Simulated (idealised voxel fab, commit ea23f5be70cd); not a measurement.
This section sets out a process module, namely voxel gate over fins.
cross-section cut | 265 nm wide | cells 5 nm
Just so we're on the same page, the cross-sections are grids of square cells, and they're listed out in bands top to bottom, each band one or more rows deep. Top, bottom (nm), then materials left to right with widths (nm); lone material tagged "edge to edge" fills the whole band edge to edge; "blank" = empty space. Basically, 0 is our baseline, since under it the wafer straight out of the box is all one material. The bottom band has no lower end and keeps on going down, so it looks like "z 0 and below". The two numbers in a width such as "30 to 40" mark its ends across the band: the first belongs to the top row of cells, the second to the bottom row, and from each row to the next the width moves by the same amount. Any step labelled "all unchanged" changed none of the cells in the cross-section. In "Fully sealed cavities" the enclosed voids are listed, meaning empty spaces of 8 cells or larger without any opening to the top. The form is width x height at distance, distance from the left edge, units nm. Formally, on a step line, whatever follows the settings is a remark that the simulator itself makes on the step. A step's line can hold "overlay nm"; with a mask on that step, the setting says how far right of the planned place the mask lay, while a negative setting says it lay to the left.
### Planned step list for the process
1 RECEIVE, material Si
2 CONFORMAL_DEP, material SiN, thk nm 5
3 DIRECTIONAL_DEP, material aC, thk nm 10
4 PATTERN, tone cover, mask id FINS, material resist, width nm 15, pitch nm 40, thk nm 30, overlay nm 0
5 DIRECTIONAL_ETCH, etch materials aC, depth nm 10
6 STRIP, etch materials resist
7 DIRECTIONAL_ETCH, etch materials SiN, depth nm 5
8 DIRECTIONAL_ETCH, etch materials Si, depth nm 30
9 STRIP, etch materials aC
10 OXIDIZE, depth nm 5
11 FILL_DEP, material SiO2, thk nm 15
12 CMP, height nm 5
13 SELECTIVE_ETCH, etch materials SiO2, depth nm 20
14 STRIP, etch materials SiN
15 CONFORMAL_DEP, material HfO2, thk nm 5
16 CONFORMAL_DEP, material TiN, thk nm 5
17 FILL_DEP, material W, thk nm 15
18 CMP, height nm 20
19 CONFORMAL_DEP, material SiN, thk nm 10
### First wafer out of two, processed as planned
### Cross-section of the wafer upon arrival, representing the state reached after step 1
> z 0 and below | Si edge to edge
> Fully sealed cavities: none
### So this is the wafer cross-section right after step 2
> z 5 to 0 | SiN edge to edge
> For the remainder of the cross-section, below 0, there is no change.
### So this is the wafer cross-section right after step 3
> z 15 to 5 | aC edge to edge
> For the remainder of the cross-section, below 5, there is no change.
### So this is the wafer cross-section right after step 4
> z 45 to 15 | blank 105 | resist 15 | blank 25 | resist 15 | blank 105
> For the remainder of the cross-section, below 15, there is no change.
### So this is the wafer cross-section right after step 5
> z 35 to 15 | blank 105 | resist 15 | blank 25 | resist 15 | blank 105
> z 15 to 5 | blank 105 | aC 15 | blank 25 | aC 15 | blank 105
> For the remainder of the cross-section, below 5, there is no change.
### So this is the wafer cross-section right after step 6
> z 15 to 5 | blank 105 | aC 15 | blank 25 | aC 15 | blank 105
> For the remainder of the cross-section, below 5, there is no change.
### So this is the wafer cross-section right after step 7
> z 15 to 5 | blank 105 | aC 15 | blank 25 | aC 15 | blank 105
> z 5 to 0 | blank 105 | SiN 15 | blank 25 | SiN 15 | blank 105
> For the remainder of the cross-section, below 0, there is no change.
### So this is the wafer cross-section right after step 8
> z 15 to 5 | blank 105 | aC 15 | blank 25 | aC 15 | blank 105
> z 5 to 0 | blank 105 | SiN 15 | blank 25 | SiN 15 | blank 105
> z 0 to -30 | blank 105 | Si 15 | blank 25 | Si 15 | blank 105
> For the remainder of the cross-section, below -30, there is no change.
### So this is the wafer cross-section right after step 9
> z 5 to 0 | blank 105 | SiN 15 | blank 25 | SiN 15 | blank 105
> For the remainder of the cross-section, below 0, there is no change.
### So this is the wafer cross-section right after step 10
> z 5 to 0 | blank 105 | SiN 15 | blank 25 | SiN 15 | blank 105
> z 0 to -30 | blank 105 | SiO2 5 | Si 5 | SiO2 5 | blank 25 | SiO2 5 | Si 5 | SiO2 5 | blank 105
> z -30 to -35 | SiO2 110 | Si 5 | SiO2 35 | Si 5 | SiO2 110
> For the remainder of the cross-section, below -35, there is no change.
### So this is the wafer cross-section right after step 11
> z 20 to 5 | SiO2 edge to edge
> z 5 to 0 | SiO2 105 | SiN 15 | SiO2 25 | SiN 15 | SiO2 105
> z 0 to -35 | SiO2 110 | Si 5 | SiO2 35 | Si 5 | SiO2 110
> For the remainder of the cross-section, below -35, there is no change.
### So this is the wafer cross-section right after step 12
> z 5 to 0 | SiO2 105 | SiN 15 | SiO2 25 | SiN 15 | SiO2 105
> For the remainder of the cross-section, below 0, there is no change.
### So this is the wafer cross-section right after step 13
> z 5 to 0 | blank 105 | SiN 15 | blank 25 | SiN 15 | blank 105
> z 0 to -15 | blank 110 | Si 5 | blank 35 | Si 5 | blank 110
> For the remainder of the cross-section, below -15, there is no change.
### So this is the wafer cross-section right after step 14
> z 0 to -15 | blank 110 | Si 5 | blank 35 | Si 5 | blank 110
> For the remainder of the cross-section, below -15, there is no change.
### So this is the wafer cross-section right after step 15
> z 5 to 0 | blank 105 | HfO2 15 | blank 25 | HfO2 15 | blank 105
> z 0 to -10 | blank 105 | HfO2 5 | Si 5 | HfO2 5 | blank 25 | HfO2 5 | Si 5 | HfO2 5 | blank 105
> z -10 to -15 | HfO2 110 | Si 5 | HfO2 35 | Si 5 | HfO2 110
> For the remainder of the cross-section, below -15, there is no change.
### So this is the wafer cross-section right after step 16
> z 10 to 5 | blank 100 | TiN 25 | blank 15 | TiN 25 | blank 100
> z 5 to 0 | blank 100 | TiN 5 | HfO2 15 | TiN 5 | blank 15 | TiN 5 | HfO2 15 | TiN 5 | blank 100
> z 0 to -5 | blank 100 | TiN 5 | HfO2 5 | Si 5 | HfO2 5 | TiN 5 | blank 15 | TiN 5 | HfO2 5 | Si 5 | HfO2 5 | TiN 5 | blank 100
> z -5 to -10 | TiN 105 | HfO2 5 | Si 5 | HfO2 5 | TiN 25 | HfO2 5 | Si 5 | HfO2 5 | TiN 105
> For the remainder of the cross-section, below -10, there is no change.
### So this is the wafer cross-section right after step 17
> z 25 to 10 | W edge to edge
> z 10 to 5 | W 100 | TiN 25 | W 15 | TiN 25 | W 100
> z 5 to 0 | W 100 | TiN 5 | HfO2 15 | TiN 5 | W 15 | TiN 5 | HfO2 15 | TiN 5 | W 100
> z 0 to -5 | W 100 | TiN 5 | HfO2 5 | Si 5 | HfO2 5 | TiN 5 | W 15 | TiN 5 | HfO2 5 | Si 5 | HfO2 5 | TiN 5 | W 100
> For the remainder of the cross-section, below -5, there is no change.
### So this is the wafer cross-section right after step 18
> z 20 to 10 | W edge to edge
> For the remainder of the cross-section, below 10, there is no change.
### So this is the wafer cross-section right after step 19
> z 30 to 20 | SiN edge to edge
> For the remainder of the cross-section, below 20, there is no change.
### Wafer two of two - same starting point, same process plan, one mistake in execution; matches wafer one up to and including step 3
### The second wafer cut through, at the time step 4 was supposed to be finished
> z 45 to 15 | resist 105 | blank 15 | resist 25 | blank 15 | resist 105
> For the remainder of the cross-section, below 15, there is no change.
### The second wafer cut through, at the time step 5 was supposed to be finished
> z 35 to 15 | resist 105 | blank 15 | resist 25 | blank 15 | resist 105
> z 15 to 5 | aC 105 | blank 15 | aC 25 | blank 15 | aC 105
> For the remainder of the cross-section, below 5, there is no change.
### The second wafer cut through, at the time step 6 was supposed to be finished
> z 15 to 5 | aC 105 | blank 15 | aC 25 | blank 15 | aC 105
> For the remainder of the cross-section, below 5, there is no change.
### The second wafer cut through, at the time step 7 was supposed to be finished
> z 15 to 5 | aC 105 | blank 15 | aC 25 | blank 15 | aC 105
> z 5 to 0 | SiN 105 | blank 15 | SiN 25 | blank 15 | SiN 105
> For the remainder of the cross-section, below 0, there is no change.
### The second wafer cut through, at the time step 8 was supposed to be finished
> z 15 to 5 | aC 105 | blank 15 | aC 25 | blank 15 | aC 105
> z 5 to 0 | SiN 105 | blank 15 | SiN 25 | blank 15 | SiN 105
> z 0 to -30 | Si 105 | blank 15 | Si 25 | blank 15 | Si 105
> For the remainder of the cross-section, below -30, there is no change.
### The second wafer cut through, at the time step 9 was supposed to be finished
> z 5 to 0 | SiN 105 | blank 15 | SiN 25 | blank 15 | SiN 105
> For the remainder of the cross-section, below 0, there is no change.
### The second wafer cut through, at the time step 10 was supposed to be finished
> z 5 to 0 | SiN 105 | blank 15 | SiN 25 | blank 15 | SiN 105
> z 0 to -30 | Si 100 | SiO2 5 | blank 15 | SiO2 5 | Si 15 | SiO2 5 | blank 15 | SiO2 5 | Si 100
> z -30 to -35 | Si 100 | SiO2 25 | Si 15 | SiO2 25 | Si 100
> For the remainder of the cross-section, below -35, there is no change.
### The second wafer cut through, at the time step 11 was supposed to be finished
> z 20 to 5 | SiO2 edge to edge
> z 5 to 0 | SiN 105 | SiO2 15 | SiN 25 | SiO2 15 | SiN 105
> z 0 to -35 | Si 100 | SiO2 25 | Si 15 | SiO2 25 | Si 100
> For the remainder of the cross-section, below -35, there is no change.
### The second wafer cut through, at the time step 12 was supposed to be finished
> z 5 to 0 | SiN 105 | SiO2 15 | SiN 25 | SiO2 15 | SiN 105
> For the remainder of the cross-section, below 0, there is no change.
### The second wafer cut through, at the time step 13 was supposed to be finished
> z 5 to 0 | SiN 105 | blank 15 | SiN 25 | blank 15 | SiN 105
> z 0 to -15 | Si 100 | blank 25 | Si 15 | blank 25 | Si 100
> For the remainder of the cross-section, below -15, there is no change.
### The second wafer cut through, at the time step 14 was supposed to be finished
> z 0 to -15 | Si 100 | blank 25 | Si 15 | blank 25 | Si 100
> For the remainder of the cross-section, below -15, there is no change.
### The second wafer cut through, at the time step 15 was supposed to be finished
> z 5 to 0 | HfO2 105 | blank 15 | HfO2 25 | blank 15 | HfO2 105
> z 0 to -10 | Si 100 | HfO2 5 | blank 15 | HfO2 5 | Si 15 | HfO2 5 | blank 15 | HfO2 5 | Si 100
> z -10 to -15 | Si 100 | HfO2 25 | Si 15 | HfO2 25 | Si 100
> For the remainder of the cross-section, below -15, there is no change.
### The second wafer cut through, at the time step 16 was supposed to be finished
> z 10 to 5 | TiN 110 | blank 5 | TiN 35 | blank 5 | TiN 110
> z 5 to 0 | HfO2 105 | TiN 5 | blank 5 | TiN 5 | HfO2 25 | TiN 5 | blank 5 | TiN 5 | HfO2 105
> z 0 to -5 | Si 100 | HfO2 5 | TiN 5 | blank 5 | TiN 5 | HfO2 5 | Si 15 | HfO2 5 | TiN 5 | blank 5 | TiN 5 | HfO2 5 | Si 100
> z -5 to -10 | Si 100 | HfO2 5 | TiN 15 | HfO2 5 | Si 15 | HfO2 5 | TiN 15 | HfO2 5 | Si 100
> For the remainder of the cross-section, below -10, there is no change.
### The second wafer cut through, at the time step 17 was supposed to be finished
> z 25 to 10 | W edge to edge
> z 10 to 5 | TiN 110 | W 5 | TiN 35 | W 5 | TiN 110
> z 5 to 0 | HfO2 105 | TiN 5 | W 5 | TiN 5 | HfO2 25 | TiN 5 | W 5 | TiN 5 | HfO2 105
> z 0 to -5 | Si 100 | HfO2 5 | TiN 5 | W 5 | TiN 5 | HfO2 5 | Si 15 | HfO2 5 | TiN 5 | W 5 | TiN 5 | HfO2 5 | Si 100
> For the remainder of the cross-section, below -5, there is no change.
### The second wafer cut through, at the time step 18 was supposed to be finished
> z 20 to 10 | W edge to edge
> For the remainder of the cross-section, below 10, there is no change.
### The second wafer cut through, at the time step 19 was supposed to be finished
> z 30 to 20 | SiN edge to edge
> For the remainder of the cross-section, below 20, there is no change.
So what did we get wrong on this run? step 4 changed vs plan, executed as PATTERN, tone open, mask id FINS, material resist, width nm 15, pitch nm 40, thk nm 30, overlay nm 0
Looking at both finished wafers in cells, the second ends up ahead of or behind the first on some materials: +287 Si | -164 SiO2 | -123 W
